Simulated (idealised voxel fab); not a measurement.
The document below concerns the process module designated voxel wiring stack.
Cross-section cut: width 155 nm, square cells of 5 nm.
Cross-section spec: square-cell grid; bands listed top down; each band is one or more rows. The band entry comprises the height of the band's top followed by the height of its bottom, expressed in nm, and subsequently the band's materials from left to right, each stated together with its width in nm. Where a single material is marked with the word "all across", that material fills the band from edge to edge. The word "blank" represents empty space. The level at which height equals 0 is the one under which the wafer, as it arrives, is entirely one material. No lower edge exists for the bottom band, which continues downward and is notated as in "0 -> down". When a width is written as two numbers, as in "30 to 40", the first number is the width in the top row of cells of the band and the second is the width in its bottom row, and the width changes by the same amount from each row to the next. Basically "remained unchanged" means that step didn't change any cell in the cross-section. "Entrapped voids" means: voids of 8 cells or more that are shut off from the top with no open way through. Written width x height at distance, distance from the left edge, in nm. Where a step's line continues beyond its settings, the continuation is a remark by the simulator itself on that step. "overlay nm" on a masked step: distance the mask lay right of its planned place, negative for left.
The steps planned for the process are as follows:
1: RECEIVE | material Si
2: CONFORMAL_DEP | material SiO2 | thk nm 15
3: DIRECTIONAL_DEP | material TiN | thk nm 5
4: DIRECTIONAL_DEP | material W | thk nm 20
5: PATTERN | tone cover | mask id METAL_1 | material resist | width nm 20 | pitch nm 50 | thk nm 20 | overlay nm 0
6: DIRECTIONAL_ETCH | etch materials W | depth nm 20
7: DIRECTIONAL_ETCH | etch materials TiN | depth nm 5
8: STRIP | etch materials resist
9: CONFORMAL_DEP | material SiCN | thk nm 5
10: FILL_DEP | material lowk | thk nm 10
11: CMP | height nm 40
12: CONFORMAL_DEP | material SiCN | thk nm 5
13: DIRECTIONAL_DEP | material SiO2 | thk nm 35
14: DIRECTIONAL_DEP | material aC | thk nm 10
15: PATTERN | tone open | mask id METAL_2 | material resist | width nm 20 | pitch nm 50 | thk nm 25 | overlay nm 0
16: DIRECTIONAL_ETCH | etch materials aC | depth nm 10
17: STRIP | etch materials resist
18: DIRECTIONAL_ETCH | etch materials SiO2 | depth nm 20
19: STRIP | etch materials aC
20: PATTERN | tone open | mask id METAL_2_HOLES | material resist | width nm 15 | thk nm 20 | overlay nm 0
21: DIRECTIONAL_ETCH | etch materials SiO2 | depth nm 15
22: DIRECTIONAL_ETCH | etch materials SiCN | depth nm 5
23: STRIP | etch materials resist
24: CONFORMAL_DEP | material TiN | thk nm 5
25: FILL_DEP | material Cu | thk nm 10
26: CMP | height nm 80
27: CONFORMAL_DEP | material SiN | thk nm 5
First wafer of two (run as planned):
Delivered wafer in cross-section: state after step 1:
> 0 -> down = Si all across
> Entrapped voids: none
Once step 2 is through, the wafer looks like this in cross-section:
> 15 -> 0 = SiO2 all across
> Nothing below the height 0 has changed.
Once step 3 is through, the wafer looks like this in cross-section:
> 20 -> 15 = TiN all across
> Nothing below the height 15 has changed.
Once step 4 is through, the wafer looks like this in cross-section:
> 40 -> 20 = W all across
> Nothing below the height 20 has changed.
Once step 5 is through, the wafer looks like this in cross-section:
> 60 -> 40 = blank 40, then resist 20, then blank 30, then resist 20, then blank 45
> Nothing below the height 40 has changed.
Once step 6 is through, the wafer looks like this in cross-section:
> 60 -> 40 = blank 40, then resist 20, then blank 30, then resist 20, then blank 45
> 40 -> 20 = blank 40, then W 20, then blank 30, then W 20, then blank 45
> Nothing below the height 20 has changed.
Once step 7 is through, the wafer looks like this in cross-section:
> 60 -> 40 = blank 40, then resist 20, then blank 30, then resist 20, then blank 45
> 40 -> 20 = blank 40, then W 20, then blank 30, then W 20, then blank 45
> 20 -> 15 = blank 40, then TiN 20, then blank 30, then TiN 20, then blank 45
> Nothing below the height 15 has changed.
Once step 8 is through, the wafer looks like this in cross-section:
> 40 -> 20 = blank 40, then W 20, then blank 30, then W 20, then blank 45
> Nothing below the height 20 has changed.
Once step 9 is through, the wafer looks like this in cross-section:
> 45 -> 40 = blank 35, then SiCN 30, then blank 20, then SiCN 30, then blank 40
> 40 -> 20 = blank 35, then SiCN 5, then W 20, then SiCN 5, then blank 20, then SiCN 5, then W 20, then SiCN 5, then blank 40
> 20 -> 15 = SiCN 40, then TiN 20, then SiCN 30, then TiN 20, then SiCN 45
> Nothing below the height 15 has changed.
Once step 10 is through, the wafer looks like this in cross-section:
> 55 -> 45 = lowk all across
> 45 -> 40 = lowk 35, then SiCN 30, then lowk 20, then SiCN 30, then lowk 40
> 40 -> 20 = lowk 35, then SiCN 5, then W 20, then SiCN 5, then lowk 20, then SiCN 5, then W 20, then SiCN 5, then lowk 40
> Nothing below the height 20 has changed.
Once step 11 is through, the wafer looks like this in cross-section:
> 40 -> 20 = lowk 35, then SiCN 5, then W 20, then SiCN 5, then lowk 20, then SiCN 5, then W 20, then SiCN 5, then lowk 40
> Nothing below the height 20 has changed.
Once step 12 is through, the wafer looks like this in cross-section:
> 45 -> 40 = SiCN all across
> Nothing below the height 40 has changed.
Once step 13 is through, the wafer looks like this in cross-section:
> 80 -> 45 = SiO2 all across
> Nothing below the height 45 has changed.
Once step 14 is through, the wafer looks like this in cross-section:
> 90 -> 80 = aC all across
> Nothing below the height 80 has changed.
Once step 15 is through, the wafer looks like this in cross-section:
> 115 -> 90 = resist 40, then blank 20, then resist 30, then blank 20, then resist 45
> Nothing below the height 90 has changed.
Once step 16 is through, the wafer looks like this in cross-section:
> 105 -> 90 = resist 40, then blank 20, then resist 30, then blank 20, then resist 45
> 90 -> 80 = aC 40, then blank 20, then aC 30, then blank 20, then aC 45
> Nothing below the height 80 has changed.
Once step 17 is through, the wafer looks like this in cross-section:
> 90 -> 80 = aC 40, then blank 20, then aC 30, then blank 20, then aC 45
> Nothing below the height 80 has changed.
Once step 18 is through, the wafer looks like this in cross-section:
> 90 -> 80 = aC 40, then blank 20, then aC 30, then blank 20, then aC 45
> 80 -> 60 = SiO2 40, then blank 20, then SiO2 30, then blank 20, then SiO2 45
> Nothing below the height 60 has changed.
Once step 19 is through, the wafer looks like this in cross-section:
> 80 -> 60 = SiO2 40, then blank 20, then SiO2 30, then blank 20, then SiO2 45
> Nothing below the height 60 has changed.
Once step 20 is through, the wafer looks like this in cross-section:
> 100 -> 80 = resist 40, then blank 15, then resist 100
> 80 -> 60 = SiO2 40, then blank 15, then resist 5, then SiO2 30, then resist 20, then SiO2 45
> Nothing below the height 60 has changed.
Once step 21 is through, the wafer looks like this in cross-section:
> 100 -> 80 = resist 40, then blank 15, then resist 100
> 80 -> 60 = SiO2 40, then blank 15, then resist 5, then SiO2 30, then resist 20, then SiO2 45
> 60 -> 45 = SiO2 40, then blank 15, then SiO2 100
> Nothing below the height 45 has changed.
Once step 22 is through, the wafer looks like this in cross-section:
> 100 -> 80 = resist 40, then blank 15, then resist 100
> 80 -> 60 = SiO2 40, then blank 15, then resist 5, then SiO2 30, then resist 20, then SiO2 45
> 60 -> 45 = SiO2 40, then blank 15, then SiO2 100
> 45 -> 40 = SiCN 40, then blank 15, then SiCN 100
> Nothing below the height 40 has changed.
Once step 23 is through, the wafer looks like this in cross-section:
> 80 -> 60 = SiO2 40, then blank 20, then SiO2 30, then blank 20, then SiO2 45
> Nothing below the height 60 has changed.
Once step 24 is through, the wafer looks like this in cross-section:
> 85 -> 80 = TiN 45, then blank 10, then TiN 40, then blank 10, then TiN 50
> 80 -> 65 = SiO2 40, then TiN 5, then blank 10, then TiN 5, then SiO2 30, then TiN 5, then blank 10, then TiN 5, then SiO2 45
> 65 -> 60 = SiO2 40, then TiN 5, then blank 5, then TiN 10, then SiO2 30, then TiN 20, then SiO2 45
> 60 -> 45 = SiO2 40, then TiN 5, then blank 5, then TiN 5, then SiO2 100
> 45 -> 40 = SiCN 40, then TiN 15, then SiCN 100
> Nothing below the height 40 has changed.
Once step 25 is through, the wafer looks like this in cross-section:
> 95 -> 85 = Cu all across
> 85 -> 80 = TiN 45, then Cu 10, then TiN 40, then Cu 10, then TiN 50
> 80 -> 65 = SiO2 40, then TiN 5, then Cu 10, then TiN 5, then SiO2 30, then TiN 5, then Cu 10, then TiN 5, then SiO2 45
> 65 -> 60 = SiO2 40, then TiN 5, then Cu 5, then TiN 10, then SiO2 30, then TiN 20, then SiO2 45
> 60 -> 45 = SiO2 40, then TiN 5, then Cu 5, then TiN 5, then SiO2 100
> Nothing below the height 45 has changed.
Once step 26 is through, the wafer looks like this in cross-section:
> 80 -> 65 = SiO2 40, then TiN 5, then Cu 10, then TiN 5, then SiO2 30, then TiN 5, then Cu 10, then TiN 5, then SiO2 45
> Nothing below the height 65 has changed.
Once step 27 is through, the wafer looks like this in cross-section:
> 85 -> 80 = SiN all across
> Nothing below the height 80 has changed.
Regarding the second of the two wafers: it shared the first wafer's starting condition and process plan, yet one error occurred during its execution. Its history coincides with that of the first wafer up to and including step 12:
Cross-sectional representation of the second wafer at the time designated in the plan for the completion of step 13:
> 55 -> 45 = aC all across
> Nothing below the height 45 has changed.
Cross-sectional representation of the second wafer at the time designated in the plan for the completion of step 14:
> 90 -> 55 = SiO2 all across
> Nothing below the height 55 has changed.
Cross-sectional representation of the second wafer at the time designated in the plan for the completion of step 15:
> 115 -> 90 = resist 40, then blank 20, then resist 30, then blank 20, then resist 45
> Nothing below the height 90 has changed.
Cross-sectional representation of the second wafer at the time designated in the plan for the completion of step 16:
> 105 -> 90 = resist 40, then blank 20, then resist 30, then blank 20, then resist 45
> Nothing below the height 90 has changed.
Cross-sectional representation of the second wafer at the time designated in the plan for the completion of step 17:
> 90 -> 55 = SiO2 all across
> Nothing below the height 55 has changed.
Cross-sectional representation of the second wafer at the time designated in the plan for the completion of step 18:
> 70 -> 55 = SiO2 all across
> Nothing below the height 55 has changed.
Cross-sectional representation of the second wafer at the time designated in the plan for the completion of step 19: remained unchanged
Cross-sectional representation of the second wafer at the time designated in the plan for the completion of step 20:
> 90 -> 70 = resist 40, then blank 15, then resist 100
> Nothing below the height 70 has changed.
Cross-sectional representation of the second wafer at the time designated in the plan for the completion of step 21:
> 90 -> 70 = resist 40, then blank 15, then resist 100
> 70 -> 55 = SiO2 40, then blank 15, then SiO2 100
> Nothing below the height 55 has changed.
Cross-sectional representation of the second wafer at the time designated in the plan for the completion of step 22: remained unchanged
Cross-sectional representation of the second wafer at the time designated in the plan for the completion of step 23:
> 70 -> 55 = SiO2 40, then blank 15, then SiO2 100
> Nothing below the height 55 has changed.
Cross-sectional representation of the second wafer at the time designated in the plan for the completion of step 24:
> 75 -> 70 = TiN 45, then blank 5, then TiN 105
> 70 -> 60 = SiO2 40, then TiN 5, then blank 5, then TiN 5, then SiO2 100
> 60 -> 55 = SiO2 40, then TiN 15, then SiO2 100
> Nothing below the height 55 has changed.
Cross-sectional representation of the second wafer at the time designated in the plan for the completion of step 25:
> 85 -> 75 = Cu all across
> 75 -> 70 = TiN 45, then Cu 5, then TiN 105
> 70 -> 60 = SiO2 40, then TiN 5, then Cu 5, then TiN 5, then SiO2 100
> Nothing below the height 60 has changed.
Cross-sectional representation of the second wafer at the time designated in the plan for the completion of step 26:
> 80 -> 75 = Cu all across
> Nothing below the height 75 has changed.
Cross-sectional representation of the second wafer at the time designated in the plan for the completion of step 27:
> 85 -> 80 = SiN all across
> Nothing below the height 80 has changed.
The mistake made against the process plan was this: sequence error: steps 13 and 14 interchanged
Final tally in cells, some materials are higher or lower on the second wafer than on the first: +18 Cu, +3 SiCN, -92 SiO2, +9 TiN, +62 aC
